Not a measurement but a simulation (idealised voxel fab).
Title: Process Module voxel double patterning
The cross-section shown here is cut; it is 180 nm wide and divided into square cells measuring 5 nm on a side.
Just so we're on the same page, the cross-sections are grids of square cells, and they're listed out in bands top to bottom, each band one or more rows deep. In this notation a band is specified by the heights of its top and bottom, in that order and in nm, after which its materials appear from left to right, each paired with its width in nm. The word "everywhere" attached to a single material means that material fills the band from edge to edge; the word "empty" stands for empty space. Heights are expressed relative to 0, this being the level below which the as-received wafer comprises one material exclusively. The lowest band is unbounded in the downward direction and is denoted as in "0 -> down". Width spec "30->40" -> top row of cells at first value, bottom row at second value, equal per-row change in between. The designation "left unchanged", where it is given for a processing step, indicates that no cell of the cross-section was altered in the course of that step. Heads up: "Unvented cavities" only lists the empty pockets with no open path to the top that are 8 cells or more, and it writes them as width x height at distance, distance from the left edge, in nm. That trailing text on a step's line, after the settings, is the simulator's own remark on the step. The setting "overlay nm" may be written on the line of a step. When the step uses a mask, the value reports how far to the right of the planned place the mask lay, and a negative value reports that it lay to the left.
-- Here's what the planned process steps look like
1) op RECEIVE | material Si
2) op CONFORMAL_DEP | material SiO2 | thk nm 10
3) op DIRECTIONAL_DEP | material W | thk nm 20
4) op DIRECTIONAL_DEP | material SiN | thk nm 5
5) op PATTERN | tone open | mask id FIRST | material resist | width nm 15 | pitch nm 50 | thk nm 15 | overlay nm 0
6) op DIRECTIONAL_ETCH | etch materials SiN | depth nm 5
7) op STRIP | etch materials resist
8) op DIRECTIONAL_DEP | material aC | thk nm 15
9) op PATTERN | tone open | mask id SECOND | material resist | width nm 15 | pitch nm 50 | thk nm 30 | overlay nm 0
10) op DIRECTIONAL_ETCH | etch materials aC | depth nm 15
11) op STRIP | etch materials resist
12) op DIRECTIONAL_ETCH | etch materials SiN | depth nm 5
13) op STRIP | etch materials aC
14) op DIRECTIONAL_ETCH | etch materials W | depth nm 20
15) op STRIP | etch materials SiN
-- The cross-section here shows the wafer as received, i.e. in its state after step 1
	0 -> down | Si everywhere
	Unvented cavities: none
-- First of two wafers: cross-section at end of module, run per plan
	30 -> 10 | W: 30 | empty: 15 | W: 10 | empty: 15 | W: 10 | empty: 15 | W: 10 | empty: 15 | W: 10 | empty: 15 | W: 35
	10 -> 0 | SiO2 everywhere
	0 -> down | Si everywhere
	Unvented cavities: none
-- Cross-section, second wafer: same start as the first, same plan as the first, one mistake in running it; taken at the end of the module
	30 -> 10 | W: 30 | empty: 20 | W: 5 | empty: 15 | W: 10 | empty: 20 | W: 5 | empty: 15 | W: 10 | empty: 20 | W: 30
	10 -> 0 | SiO2 everywhere
	0 -> down | Si everywhere
	Unvented cavities: none
What was done differently from what was planned? step 5 was not run as planned; what actually ran was op PATTERN | tone open | mask id FIRST | material resist | width nm 20 | pitch nm 50 | thk nm 15 | overlay nm 0
Final wafer comparison in cells, second versus first, more or fewer per material: -12 W
